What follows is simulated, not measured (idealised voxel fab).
Process module heading - voxel gate over fins
We display cut, a cross-section 280 nm in width whose square cells are each 5 nm.
When this document writes out a cross-section, it uses a grid of square cells and lists it as bands, beginning at the top and moving down, with a band standing for one or more rows of cells. A band entry consists of two parts. The first gives the height of the band's top and the height of its bottom, in nm. The rest lists the band's materials from left to right, each with its width in nm. A single material labelled with the word "edge to edge" fills the band from edge to edge, and the word "empty" marks empty space. Heights from 0 (as-received wafer is one material below). Bottom band endless downward, as "from 0 down". Think of "30->40" as a width that walks from the first number to the second as you go down the band, top row to bottom row, taking equal-sized steps from row to row. Take "nothing altered" at face value: in the step it is given for, the cross-section changed in none of its cells. Entry "Sealed cavities". Content: empty spaces with no open connection to the top, size 8 cells or greater. Each: width x height at distance. Distance: from left edge. Unit: nm. Anything after a step's settings on that line? It's the simulator's own note about the step. "overlay nm" on a masked step: distance the mask lay right of its planned place, negative for left.

THE PLANNED PROCESS STEPS ARE ENUMERATED HEREUNDER
| 1 | RECEIVE (material Si) |
| 2 | CONFORMAL_DEP (material SiN; thk nm 10) |
| 3 | MASKED_ETCH (tone cover; mask id FINS; width nm 15; pitch nm 45; etch materials SiN; depth nm 10; overlay nm 0) |
| 4 | MASKED_ETCH (tone cover; mask id FINS; width nm 15; pitch nm 45; etch materials Si; depth nm 30; overlay nm 0) |
| 5 | OXIDIZE (depth nm 5) |
| 6 | FILL_DEP (material SiO2; thk nm 5) |
| 7 | CMP (height nm 10) |
| 8 | SELECTIVE_ETCH (etch materials SiO2; depth nm 20) |
| 9 | STRIP (etch materials SiN) |
| 10 | CONFORMAL_DEP (material HfO2; thk nm 5) |
| 11 | CONFORMAL_DEP (material TiN; thk nm 5) |
| 12 | CONFORMAL_DEP (material TiAl; thk nm 5) |
| 13 | CONFORMAL_DEP (material TiN; thk nm 5) |
| 14 | FILL_DEP (material W; thk nm 15) |
| 15 | CMP (height nm 30) |
| 16 | CONFORMAL_DEP (material SiN; thk nm 10) |

FIRST OUT OF TWO WAFERS; RUN WENT TO PLAN

AS RECEIVED, AFTER STEP 1
  from 0 down  Si edge to edge
  Sealed cavities: none

THE FOLLOWING CROSS-SECTION DEPICTS THE WAFER UPON COMPLETION OF STEP 2
  from 10 to 0  SiN edge to edge
  Whatever lies below 0 is exactly as it was before.

THE FOLLOWING CROSS-SECTION DEPICTS THE WAFER UPON COMPLETION OF STEP 3
  from 10 to 0  110 empty, then 15 SiN, then 30 empty, then 15 SiN, then 110 empty
  Whatever lies below 0 is exactly as it was before.

THE FOLLOWING CROSS-SECTION DEPICTS THE WAFER UPON COMPLETION OF STEP 4
  from 10 to 0  110 empty, then 15 SiN, then 30 empty, then 15 SiN, then 110 empty
  from 0 to -30  110 empty, then 15 Si, then 30 empty, then 15 Si, then 110 empty
  Whatever lies below -30 is exactly as it was before.

THE FOLLOWING CROSS-SECTION DEPICTS THE WAFER UPON COMPLETION OF STEP 5
  from 10 to 0  110 empty, then 15 SiN, then 30 empty, then 15 SiN, then 110 empty
  from 0 to -30  110 empty, then 5 SiO2, then 5 Si, then 5 SiO2, then 30 empty, then 5 SiO2, then 5 Si, then 5 SiO2, then 110 empty
  from -30 to -35  115 SiO2, then 5 Si, then 40 SiO2, then 5 Si, then 115 SiO2
  Whatever lies below -35 is exactly as it was before.

THE FOLLOWING CROSS-SECTION DEPICTS THE WAFER UPON COMPLETION OF STEP 6
  from 15 to 10  SiO2 edge to edge
  from 10 to 0  110 SiO2, then 15 SiN, then 30 SiO2, then 15 SiN, then 110 SiO2
  from 0 to -35  115 SiO2, then 5 Si, then 40 SiO2, then 5 Si, then 115 SiO2
  Whatever lies below -35 is exactly as it was before.

THE FOLLOWING CROSS-SECTION DEPICTS THE WAFER UPON COMPLETION OF STEP 7
  from 10 to 0  110 SiO2, then 15 SiN, then 30 SiO2, then 15 SiN, then 110 SiO2
  Whatever lies below 0 is exactly as it was before.

THE FOLLOWING CROSS-SECTION DEPICTS THE WAFER UPON COMPLETION OF STEP 8
  from 10 to 0  110 empty, then 15 SiN, then 30 empty, then 15 SiN, then 110 empty
  from 0 to -10  115 empty, then 5 Si, then 40 empty, then 5 Si, then 115 empty
  Whatever lies below -10 is exactly as it was before.

THE FOLLOWING CROSS-SECTION DEPICTS THE WAFER UPON COMPLETION OF STEP 9
  from 0 to -10  115 empty, then 5 Si, then 40 empty, then 5 Si, then 115 empty
  Whatever lies below -10 is exactly as it was before.

THE FOLLOWING CROSS-SECTION DEPICTS THE WAFER UPON COMPLETION OF STEP 10
  from 5 to 0  110 empty, then 15 HfO2, then 30 empty, then 15 HfO2, then 110 empty
  from 0 to -5  110 empty, then 5 HfO2, then 5 Si, then 5 HfO2, then 30 empty, then 5 HfO2, then 5 Si, then 5 HfO2, then 110 empty
  from -5 to -10  115 HfO2, then 5 Si, then 40 HfO2, then 5 Si, then 115 HfO2
  Whatever lies below -10 is exactly as it was before.

THE FOLLOWING CROSS-SECTION DEPICTS THE WAFER UPON COMPLETION OF STEP 11
  from 10 to 5  105 empty, then 25 TiN, then 20 empty, then 25 TiN, then 105 empty
  from 5 to 0  105 empty, then 5 TiN, then 15 HfO2, then 5 TiN, then 20 empty, then 5 TiN, then 15 HfO2, then 5 TiN, then 105 empty
  from 0 to -5  110 TiN, then 5 HfO2, then 5 Si, then 5 HfO2, then 30 TiN, then 5 HfO2, then 5 Si, then 5 HfO2, then 110 TiN
  Whatever lies below -5 is exactly as it was before.

THE FOLLOWING CROSS-SECTION DEPICTS THE WAFER UPON COMPLETION OF STEP 12
  from 15 to 10  100 empty, then 35 TiAl, then 10 empty, then 35 TiAl, then 100 empty
  from 10 to 5  100 empty, then 5 TiAl, then 25 TiN, then 5 TiAl, then 10 empty, then 5 TiAl, then 25 TiN, then 5 TiAl, then 100 empty
  from 5 to 0  105 TiAl, then 5 TiN, then 15 HfO2, then 5 TiN, then 20 TiAl, then 5 TiN, then 15 HfO2, then 5 TiN, then 105 TiAl
  Whatever lies below 0 is exactly as it was before.

THE FOLLOWING CROSS-SECTION DEPICTS THE WAFER UPON COMPLETION OF STEP 13
  from 20 to 15  95 empty, then 90 TiN, then 95 empty
  from 15 to 10  95 empty, then 5 TiN, then 35 TiAl, then 10 TiN, then 35 TiAl, then 5 TiN, then 95 empty
  from 10 to 5  100 TiN, then 5 TiAl, then 25 TiN, then 5 TiAl, then 10 TiN, then 5 TiAl, then 25 TiN, then 5 TiAl, then 100 TiN
  Whatever lies below 5 is exactly as it was before.

THE FOLLOWING CROSS-SECTION DEPICTS THE WAFER UPON COMPLETION OF STEP 14
  from 35 to 20  W edge to edge
  from 20 to 15  95 W, then 90 TiN, then 95 W
  from 15 to 10  95 W, then 5 TiN, then 35 TiAl, then 10 TiN, then 35 TiAl, then 5 TiN, then 95 W
  Whatever lies below 10 is exactly as it was before.

THE FOLLOWING CROSS-SECTION DEPICTS THE WAFER UPON COMPLETION OF STEP 15
  from 30 to 20  W edge to edge
  Whatever lies below 20 is exactly as it was before.

THE FOLLOWING CROSS-SECTION DEPICTS THE WAFER UPON COMPLETION OF STEP 16
  from 40 to 30  SiN edge to edge
  Whatever lies below 30 is exactly as it was before.

WHAT FOLLOWS CONCERNS THE SECOND WAFER, WHICH STARTED OUT LIKE THE FIRST AND WAS MEANT TO FOLLOW THE VERY SAME PLAN; ONE MISTAKE CREPT IN WHEN IT WAS RUN, BUT EVERYTHING UP TO AND INCLUDING STEP 14 IS THE SAME AS FOR THE FIRST WAFER

AT THE PLANNED END OF STEP 15, THE SECOND WAFER IN CROSS-SECTION
  from 20 to 15  95 W, then 90 TiN, then 95 W
  Whatever lies below 15 is exactly as it was before.

AT THE PLANNED END OF STEP 16, THE SECOND WAFER IN CROSS-SECTION
  from 30 to 20  SiN edge to edge
  Whatever lies below 20 is exactly as it was before.
So what did we get wrong on this run? for step 15, the planned setting was not used; the step was instead run as CMP (height nm 20)
The second wafer ends with more or fewer cells of some materials than the first, per final count: -112 W
